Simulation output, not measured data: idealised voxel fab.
process module | voxel tone inversion
cross-section cut | 200 nm wide | cells 5 nm
A cross-section is a grid of square cells, given in bands from the top down. A band is one or more rows of cells.
Each band's line starts with the height of the band's top and of its bottom, in nm. Then come its materials from left to right, each with its width in nm. One material with "throughout" fills the band from edge to edge. "air" is empty space.
Height 0 is the level under which the wafer as received is all one material. The lowest band goes on downwards, as in "0 down".
A width such as "30 to 40" changes by the same amount from each row of cells to the next, from the band's top row to its bottom row.
"no change" after a step means that no cell of the cross-section changed.
closed voids: empty space of 8 cells or more with no open way to the top, each as width x height at its distance from the left edge, in nm
after a step's settings: what the simulator itself notes on the step
overlay nm, on a step with a mask: how far to the right of its planned place the mask lay; to the left if negative
plan
1 op RECEIVE | material Si
2 op CONFORMAL_DEP | material SiCN | thk nm 5
3 op DIRECTIONAL_DEP | material polySi | thk nm 25
4 op PATTERN | tone cover | mask id POSTS | material resist | width nm 25 | pitch nm 45 | thk nm 30 | overlay nm 0
5 op DIRECTIONAL_ETCH | etch materials polySi | depth nm 25
6 op STRIP | etch materials resist
7 op FILL_DEP | material lowk | thk nm 10
8 op CMP | height nm 30
9 op STRIP | etch materials polySi
10 op CONFORMAL_DEP | material TiN | thk nm 5
11 op FILL_DEP | material Cu | thk nm 10
12 op CMP | height nm 30
13 op CONFORMAL_DEP | material SiN | thk nm 5
as received, after step 1
  0 down: Si throughout
  closed voids: none
first wafer at the end, as planned
  35 to 30: SiN throughout
  30 to 10: lowk 40 | TiN 5 | Cu 15 | TiN 5 | lowk 20 | TiN 5 | Cu 15 | TiN 5 | lowk 20 | TiN 5 | Cu 15 | TiN 5 | lowk 45
  10 to 5: lowk 40 | TiN 25 | lowk 20 | TiN 25 | lowk 20 | TiN 25 | lowk 45
  5 to 0: SiCN throughout
  0 down: Si throughout
  closed voids: none
second wafer at the end: like start, like plan, one mistake
  35 to 30: SiN throughout
  30 to 10: lowk 40 | TiN 5 | polySi 15 | TiN 5 | lowk 20 | TiN 5 | polySi 15 | TiN 5 | lowk 20 | TiN 5 | polySi 15 | TiN 5 | lowk 45
  10 to 5: lowk 40 | TiN 25 | lowk 20 | TiN 25 | lowk 20 | TiN 25 | lowk 45
  5 to 0: SiCN throughout
  0 down: Si throughout
  closed voids: none
what went wrong: step 11 ran as: op FILL_DEP | material polySi | thk nm 10
at the end the second wafer has, in cells: 36 fewer of Cu | 36 more of polySi
